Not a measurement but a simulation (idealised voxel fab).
Presented below is a process module, voxel self aligned vias.
Xsec cut, 185 nm wide, square cell size 5 nm.
In what follows, cross-sections appear as grids of square cells, described through bands that run from the top down, where every band is one or more rows of cells. Quick guide to a band line: top height, bottom height (nm) up front; then every material left to right with its width in nm. Only one material and it's marked "everywhere"? Then it fills the band edge to edge. And "empty" just means empty space. We count height from 0. Below that, the starting wafer is all one material. The lowest band never ends at the bottom but goes on down; see "z 0 and below" for how that is written. Width spec "30 to 40" -> top row of cells at first value, bottom row at second value, equal per-row change in between. "no alteration" after a step means that no cell of the cross-section changed. If an empty space has no open way to the top and is at least 8 cells in size, "Closed void table" lists it, written width x height at distance, where distance is measured from the left edge and every value is in nm. That trailing text on a step's line, after the settings, is the simulator's own remark on the step. The optional step-line setting "overlay nm" applies to steps with a mask and quantifies how far to the right of its planned location the mask lay, a negative value indicating leftward placement.

## So here's the lineup of process steps we planned
1 RECEIVE (material Si)
2 CONFORMAL_DEP (material SiO2; thk nm 15)
3 CONFORMAL_DEP (material SiCN; thk nm 5)
4 DIRECTIONAL_DEP (material SiO2; thk nm 20)
5 MASKED_ETCH (tone open; mask id LINES; width nm 25; pitch nm 50; etch materials SiO2; depth nm 20; overlay nm 0)
6 CONFORMAL_DEP (material TiN; thk nm 5)
7 FILL_DEP (material W; thk nm 10)
8 CMP (height nm 40)
9 SELECTIVE_ETCH (etch materials W Ru TiN; depth nm 5)
10 FILL_DEP (material SiN; thk nm 10)
11 CMP (height nm 40)
12 DIRECTIONAL_DEP (material SiO2; thk nm 20)
13 MASKED_ETCH (tone open; mask id VIAS; width nm 25; pitch nm 50; etch materials SiO2; depth nm 20; overlay nm 0)
14 MASKED_ETCH (tone open; mask id VIAS; width nm 35; pitch nm 50; etch materials SiN; depth nm 5; overlay nm 0)
15 CONFORMAL_DEP (material TiN; thk nm 5)
16 FILL_DEP (material Cu; thk nm 10)
17 CMP (height nm 60)
18 CONFORMAL_DEP (material SiCN; thk nm 5)
The wafers are alike at the start. At step 13, their width nm differs. The plan lists the first wafer's value.

## This is how the first of several wafers looked in cross-section when it arrived, which is after step 1
z 0 and below: Si everywhere
Closed void table: none

## Gained (+) or lost (-) cells of each material since receipt, then closed voids: one row per wafer, at the end of the module
width nm 25 | +36 Cu | +74 SiCN | +287 SiO2 | +66 TiN | +18 W | Closed void table: none
width nm 30 | +45 Cu | +74 SiCN | +275 SiO2 | +69 TiN | +18 W | Closed void table: none
width nm 35 | +54 Cu | +74 SiCN | +263 SiO2 | +72 TiN | +18 W | Closed void table: none
